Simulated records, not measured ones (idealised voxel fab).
Proc. module: voxel self aligned vias
cross-section cut | 260 nm wide | cells 5 nm
Bands, listed from the top down, are how a cross-section gets written in this document; the cross-section itself is a grid of square cells, and a band is one or more rows of them. First you get the band's top height and its bottom height, in nm, and then the materials it's made of, left to right, with each width in nm. If you see a single material with "throughout", that one covers the band edge to edge. "blank" is empty space. The level at which height equals 0 is the one under which the wafer, as it arrives, is entirely one material. No lower edge exists for the bottom band, which continues downward and is notated as in "from 0 down". The expression "30..40" gives the width at the extremes of the band, the first number at its top row of cells and the second at its bottom row, with the width changing by equal amounts from each row to the next in between. Any step labelled "no modifications" changed none of the cells in the cross-section. Each empty space that has no open way to the top and spans at least 8 cells appears under "Voids, enclosed" as width x height at distance, the distance counted from the left edge, all in nm. Past the settings on a step's line: simulator remark, on that step. If you see "overlay nm" on a step's line and that step has a mask, it's telling you how far right of where it was planned the mask ended up; a negative number means it went left instead.

-- Steps planned for the process
- 1: op RECEIVE | material Si
- 2: op CONFORMAL_DEP | material SiO2 | thk nm 10
- 3: op CONFORMAL_DEP | material SiCN | thk nm 5
- 4: op DIRECTIONAL_DEP | material lowk | thk nm 30
- 5: op MASKED_ETCH | tone open | mask id LINES | width nm 30 | pitch nm 70 | etch materials lowk | depth nm 30 | overlay nm 0
- 6: op CONFORMAL_DEP | material TiN | thk nm 5
- 7: op FILL_DEP | material Ru | thk nm 5
- 8: op CMP | height nm 45
- 9: op SELECTIVE_ETCH | etch materials W Ru TiN | depth nm 10
- 10: op FILL_DEP | material SiN | thk nm 5
- 11: op CMP | height nm 45
- 12: op DIRECTIONAL_DEP | material lowk | thk nm 15
- 13: op MASKED_ETCH | tone open | mask id VIAS | width nm 50 | pitch nm 140 | etch materials lowk | depth nm 15 | overlay nm 0
- 14: op MASKED_ETCH | tone open | mask id VIAS | width nm 50 | pitch nm 140 | etch materials SiN | depth nm 10 | overlay nm 0
- 15: op CONFORMAL_DEP | material TiN | thk nm 5
- 16: op FILL_DEP | material Ru | thk nm 10
- 17: op CMP | height nm 60
- 18: op CONFORMAL_DEP | material SiCN | thk nm 5

-- As-received state of the wafer in cross-section, equivalent to post-step 1
> from 0 down | Si throughout
> Voids, enclosed: none

-- Post-module cross-section: identical start and plan to those above, one misstep in execution
> from 65 to 60 | SiCN throughout
> from 60 to 45 | 35 nm lowk, then 10 nm TiN, then 30 nm lowk, then 10 nm TiN, then 90 nm lowk, then 10 nm TiN, then 30 nm lowk, then 10 nm TiN, then 35 nm lowk
> from 45 to 35 | 45 nm lowk, then 30 nm SiN, then 40 nm lowk, then 30 nm SiN, then 40 nm lowk, then 30 nm SiN, then 45 nm lowk
> from 35 to 20 | 45 nm lowk, then 5 nm TiN, then 20 nm Ru, then 5 nm TiN, then 40 nm lowk, then 5 nm TiN, then 20 nm Ru, then 5 nm TiN, then 40 nm lowk, then 5 nm TiN, then 20 nm Ru, then 5 nm TiN, then 45 nm lowk
> from 20 to 15 | 45 nm lowk, then 30 nm TiN, then 40 nm lowk, then 30 nm TiN, then 40 nm lowk, then 30 nm TiN, then 45 nm lowk
> from 15 to 10 | SiCN throughout
> from 10 to 0 | SiO2 throughout
> from 0 down | Si throughout
> Voids, enclosed: none
Which mistake was made when the wafer was run? plan vs actual: 12 and 13 interchanged
